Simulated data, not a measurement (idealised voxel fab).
You're looking at the process module voxel transistor to metal.
We display cut, a cross-section 290 nm in width whose square cells are each 5 nm.
Reading order for cross-sections: top band down to bottom band. Underlying form: a grid of square cells. Band size: one or more rows of cells.
Top, bottom (nm), then materials left to right with widths (nm); lone material tagged "edge to edge" fills the whole band edge to edge; "blank" = empty space.
Height datum 0, below which the as-received substrate wafer is one material. Lowest band open at the bottom, running downward: "top 0, no bottom".
Think of "30..40" as a width that walks from the first number to the second as you go down the band, top row to bottom row, taking equal-sized steps from row to row.
Where a step carries "identical to before", the cross-section came out of it unchanged, cell for cell.
Look at "Completely sealed voids" for the closed voids: empty spaces with no open path to the top, sized 8 cells or up. Each is width x height at distance, distance from the left edge, all nm.
Post-settings text on a step line: simulator's own remark regarding the step.
What "overlay nm" on a step's line means: if the step has a mask, that mask lay this far to the right of its planned place, or, when the value is negative, to the left.

[Process steps foreseen in the plan]
1) RECEIVE,material Si
2) OXIDIZE,depth nm 5
3) CONFORMAL_DEP,material SiN,thk nm 10
4) PATTERN,tone cover,mask id ACTIVE,material resist,width nm 95,pitch nm 115,thk nm 20,overlay nm 0
5) DIRECTIONAL_ETCH,etch materials SiN,depth nm 10
6) DIRECTIONAL_ETCH,etch materials SiO2,depth nm 5
7) DIRECTIONAL_ETCH,etch materials Si,depth nm 35
8) STRIP,etch materials resist
9) FILL_DEP,material SiO2,thk nm 10
10) CMP,height nm 10
11) SELECTIVE_ETCH,etch materials SiO2,depth nm 10
12) STRIP,etch materials SiN
13) SELECTIVE_ETCH,etch materials SiO2,depth nm 5
14) OXIDIZE,depth nm 5
15) DIRECTIONAL_DEP,material polySi,thk nm 30
16) DIRECTIONAL_DEP,material SiCN,thk nm 10
17) DIRECTIONAL_DEP,material aC,thk nm 15
18) PATTERN,tone cover,mask id GATE,material resist,width nm 25,pitch nm 115,thk nm 35,overlay nm 0
19) DIRECTIONAL_ETCH,etch materials aC,depth nm 15
20) STRIP,etch materials resist
21) DIRECTIONAL_ETCH,etch materials SiCN,depth nm 20
22) DIRECTIONAL_ETCH,etch materials polySi,depth nm 40
23) STRIP,etch materials aC
24) CONFORMAL_DEP,material SiO2,thk nm 5
25) DIRECTIONAL_ETCH,etch materials SiO2,depth nm 5
26) CONFORMAL_DEP,material SiN,thk nm 10
27) DIRECTIONAL_ETCH,etch materials SiN,depth nm 10
28) DIRECTIONAL_ETCH,etch materials SiO2,depth nm 5
29) DIRECTIONAL_ETCH,etch materials Si,depth nm 15
30) EPI,material nSi,thk nm 20
31) FILL_DEP,material SiO2,thk nm 10
32) CMP,height nm 25
33) STRIP,etch materials polySi
34) SELECTIVE_ETCH,etch materials SiO2,depth nm 5
35) CONFORMAL_DEP,material HfO2,thk nm 5
36) CONFORMAL_DEP,material TiN,thk nm 5
37) FILL_DEP,material W,thk nm 5
38) CMP,height nm 20
39) DIRECTIONAL_DEP,material SiO2,thk nm 10
40) PATTERN,tone open,mask id CONTACT,material resist,width nm 15,thk nm 15,overlay nm 0
41) DIRECTIONAL_ETCH,etch materials SiO2,depth nm 20
42) STRIP,etch materials resist
43) CONFORMAL_DEP,material TiN,thk nm 5
44) FILL_DEP,material W,thk nm 5
45) CMP,height nm 30
46) CONFORMAL_DEP,material SiN,thk nm 5
47) DIRECTIONAL_DEP,material lowk,thk nm 20
48) MASKED_ETCH,tone open,mask id METAL_1,width nm 15,etch materials lowk,depth nm 20,overlay nm 0
49) MASKED_ETCH,tone open,mask id METAL_1,width nm 15,etch materials SiN,depth nm 5,overlay nm 0
50) CONFORMAL_DEP,material TiN,thk nm 5
51) FILL_DEP,material Ru,thk nm 10
52) CMP,height nm 55
53) CONFORMAL_DEP,material SiCN,thk nm 5
54) DIRECTIONAL_DEP,material lowk,thk nm 25
55) PATTERN,tone open,mask id METAL_2,material resist,width nm 15,pitch nm 115,thk nm 15,overlay nm 0
56) DIRECTIONAL_ETCH,etch materials lowk,depth nm 15
57) STRIP,etch materials resist
58) DIRECTIONAL_DEP,material aC,thk nm 15
59) PATTERN,tone open,mask id METAL_2_HOLES,material resist,width nm 15,pitch nm 115,thk nm 30,overlay nm 0
60) DIRECTIONAL_ETCH,etch materials aC,depth nm 15
61) STRIP,etch materials resist
62) DIRECTIONAL_ETCH,etch materials lowk,depth nm 10
63) DIRECTIONAL_ETCH,etch materials SiCN,depth nm 5
64) STRIP,etch materials aC
65) CONFORMAL_DEP,material TiN,thk nm 5
66) FILL_DEP,material Ru,thk nm 5
67) CMP,height nm 85
68) CONFORMAL_DEP,material SiCN,thk nm 5
Variable across wafers: step 36 thk nm (plan value is that of the first wafer; starting state common to all).

[Incoming state of the first of several wafers in cross-section: after step 1]
	top 0, no bottom: Si edge to edge
	Completely sealed voids: none

[Take a look at the first of several wafers in cross-section: the module is done, and step 68 was its last step]
	top 90, bottom 85: SiCN edge to edge
	top 85, bottom 60: 45 nm lowk | 5 nm TiN | 5 nm Ru | 5 nm TiN | 100 nm lowk | 5 nm TiN | 5 nm Ru | 5 nm TiN | 115 nm lowk
	top 60, bottom 55: 45 nm SiCN | 15 nm TiN | 100 nm SiCN | 15 nm TiN | 115 nm SiCN
	top 55, bottom 35: 45 nm lowk | 5 nm TiN | 5 nm Ru | 5 nm TiN | 55 nm lowk | 5 nm TiN | 5 nm Ru | 5 nm TiN | 30 nm lowk | 5 nm TiN | 5 nm Ru | 5 nm TiN | 55 nm lowk | 5 nm TiN | 5 nm Ru | 5 nm TiN | 45 nm lowk
	top 35, bottom 30: 45 nm SiN | 15 nm TiN | 55 nm SiN | 15 nm TiN | 30 nm SiN | 15 nm TiN | 55 nm SiN | 15 nm TiN | 45 nm SiN
	top 30, bottom 20: 45 nm SiO2 | 5 nm TiN | 5 nm W | 5 nm TiN | 55 nm SiO2 | 5 nm TiN | 5 nm W | 5 nm TiN | 30 nm SiO2 | 5 nm TiN | 5 nm W | 5 nm TiN | 55 nm SiO2 | 5 nm TiN | 5 nm W | 5 nm TiN | 45 nm SiO2
	top 20, bottom 15: 45 nm SiO2 | 5 nm TiN | 5 nm W | 5 nm TiN | 10 nm SiN | 5 nm HfO2 | 5 nm TiN | 15 nm W | 5 nm TiN | 5 nm HfO2 | 10 nm SiN | 5 nm TiN | 5 nm W | 5 nm TiN | 30 nm SiO2 | 5 nm TiN | 5 nm W | 5 nm TiN | 10 nm SiN | 5 nm HfO2 | 5 nm TiN | 15 nm W | 5 nm TiN | 5 nm HfO2 | 10 nm SiN | 5 nm TiN | 5 nm W | 5 nm TiN | 45 nm SiO2
	top 15, bottom 10: 45 nm SiO2 | 15 nm TiN | 10 nm SiN | 5 nm HfO2 | 5 nm TiN | 15 nm W | 5 nm TiN | 5 nm HfO2 | 10 nm SiN | 15 nm TiN | 30 nm SiO2 | 15 nm TiN | 10 nm SiN | 5 nm HfO2 | 5 nm TiN | 15 nm W | 5 nm TiN | 5 nm HfO2 | 10 nm SiN | 15 nm TiN | 45 nm SiO2
	top 10, bottom 0: 40 nm SiO2 | 20 nm nSi | 10 nm SiN | 5 nm HfO2 | 5 nm TiN | 15 nm W | 5 nm TiN | 5 nm HfO2 | 10 nm SiN | 20 nm nSi | 20 nm SiO2 | 20 nm nSi | 10 nm SiN | 5 nm HfO2 | 5 nm TiN | 15 nm W | 5 nm TiN | 5 nm HfO2 | 10 nm SiN | 20 nm nSi | 40 nm SiO2
	top 0, bottom -5: 40 nm SiO2 | 20 nm nSi | 10 nm SiN | 5 nm HfO2 | 25 nm TiN | 5 nm HfO2 | 10 nm SiN | 20 nm nSi | 20 nm SiO2 | 20 nm nSi | 10 nm SiN | 5 nm HfO2 | 25 nm TiN | 5 nm HfO2 | 10 nm SiN | 20 nm nSi | 40 nm SiO2
	top -5, bottom -10: 35 nm SiO2 | 25 nm nSi | 10 nm SiO2 | 35 nm HfO2 | 10 nm SiO2 | 25 nm nSi | 10 nm SiO2 | 25 nm nSi | 10 nm SiO2 | 35 nm HfO2 | 10 nm SiO2 | 25 nm nSi | 35 nm SiO2
	top -10, bottom -25: 40 nm SiO2 | 20 nm nSi | 55 nm Si | 20 nm nSi | 20 nm SiO2 | 20 nm nSi | 55 nm Si | 20 nm nSi | 40 nm SiO2
	top -25, bottom -40: 40 nm SiO2 | 95 nm Si | 20 nm SiO2 | 95 nm Si | 40 nm SiO2
	top -40, no bottom: Si edge to edge
	Completely sealed voids: none

[Cross-section, last wafer, module completion]
	top 90, bottom 85: SiCN edge to edge
	top 85, bottom 60: 45 nm lowk | 5 nm TiN | 5 nm Ru | 5 nm TiN | 100 nm lowk | 5 nm TiN | 5 nm Ru | 5 nm TiN | 115 nm lowk
	top 60, bottom 55: 45 nm SiCN | 15 nm TiN | 100 nm SiCN | 15 nm TiN | 115 nm SiCN
	top 55, bottom 35: 45 nm lowk | 5 nm TiN | 5 nm Ru | 5 nm TiN | 55 nm lowk | 5 nm TiN | 5 nm Ru | 5 nm TiN | 30 nm lowk | 5 nm TiN | 5 nm Ru | 5 nm TiN | 55 nm lowk | 5 nm TiN | 5 nm Ru | 5 nm TiN | 45 nm lowk
	top 35, bottom 30: 45 nm SiN | 15 nm TiN | 55 nm SiN | 15 nm TiN | 30 nm SiN | 15 nm TiN | 55 nm SiN | 15 nm TiN | 45 nm SiN
	top 30, bottom 20: 45 nm SiO2 | 5 nm TiN | 5 nm W | 5 nm TiN | 55 nm SiO2 | 5 nm TiN | 5 nm W | 5 nm TiN | 30 nm SiO2 | 5 nm TiN | 5 nm W | 5 nm TiN | 55 nm SiO2 | 5 nm TiN | 5 nm W | 5 nm TiN | 45 nm SiO2
	top 20, bottom 15: 45 nm SiO2 | 5 nm TiN | 5 nm W | 5 nm TiN | 10 nm SiN | 5 nm HfO2 | 25 nm TiN | 5 nm HfO2 | 10 nm SiN | 5 nm TiN | 5 nm W | 5 nm TiN | 30 nm SiO2 | 5 nm TiN | 5 nm W | 5 nm TiN | 10 nm SiN | 5 nm HfO2 | 25 nm TiN | 5 nm HfO2 | 10 nm SiN | 5 nm TiN | 5 nm W | 5 nm TiN | 45 nm SiO2
	top 15, bottom 10: 45 nm SiO2 | 15 nm TiN | 10 nm SiN | 5 nm HfO2 | 25 nm TiN | 5 nm HfO2 | 10 nm SiN | 15 nm TiN | 30 nm SiO2 | 15 nm TiN | 10 nm SiN | 5 nm HfO2 | 25 nm TiN | 5 nm HfO2 | 10 nm SiN | 15 nm TiN | 45 nm SiO2
	top 10, bottom -5: 40 nm SiO2 | 20 nm nSi | 10 nm SiN | 5 nm HfO2 | 25 nm TiN | 5 nm HfO2 | 10 nm SiN | 20 nm nSi | 20 nm SiO2 | 20 nm nSi | 10 nm SiN | 5 nm HfO2 | 25 nm TiN | 5 nm HfO2 | 10 nm SiN | 20 nm nSi | 40 nm SiO2
	top -5, bottom -10: 35 nm SiO2 | 25 nm nSi | 10 nm SiO2 | 35 nm HfO2 | 10 nm SiO2 | 25 nm nSi | 10 nm SiO2 | 25 nm nSi | 10 nm SiO2 | 35 nm HfO2 | 10 nm SiO2 | 25 nm nSi | 35 nm SiO2
	top -10, bottom -25: 40 nm SiO2 | 20 nm nSi | 55 nm Si | 20 nm nSi | 20 nm SiO2 | 20 nm nSi | 55 nm Si | 20 nm nSi | 40 nm SiO2
	top -25, bottom -40: 40 nm SiO2 | 95 nm Si | 20 nm SiO2 | 95 nm Si | 40 nm SiO2
	top -40, no bottom: Si edge to edge
	Completely sealed voids: none

[Note: the following table is arranged by wafer, a row apiece. Each row reports the end-of-module state: per material, cells gained (+) or cells lost (-) compared with the wafer as received; closed voids follow]
thk nm 5, +34 HfO2, +26 Ru, -284 Si, +110 SiCN, +86 SiN, +344 SiO2, +132 TiN, +36 W, +444 lowk, +116 nSi, Completely sealed voids: none
thk nm 10, +34 HfO2, +26 Ru, -284 Si, +110 SiCN, +86 SiN, +344 SiO2, +150 TiN, +18 W, +444 lowk, +116 nSi, Completely sealed voids: none
thk nm 15, +34 HfO2, +26 Ru, -284 Si, +110 SiCN, +86 SiN, +344 SiO2, +156 TiN, +12 W, +444 lowk, +116 nSi, Completely sealed voids: none
thk nm 20, +34 HfO2, +26 Ru, -284 Si, +110 SiCN, +86 SiN, +344 SiO2, +156 TiN, +12 W, +444 lowk, +116 nSi, Completely sealed voids: none
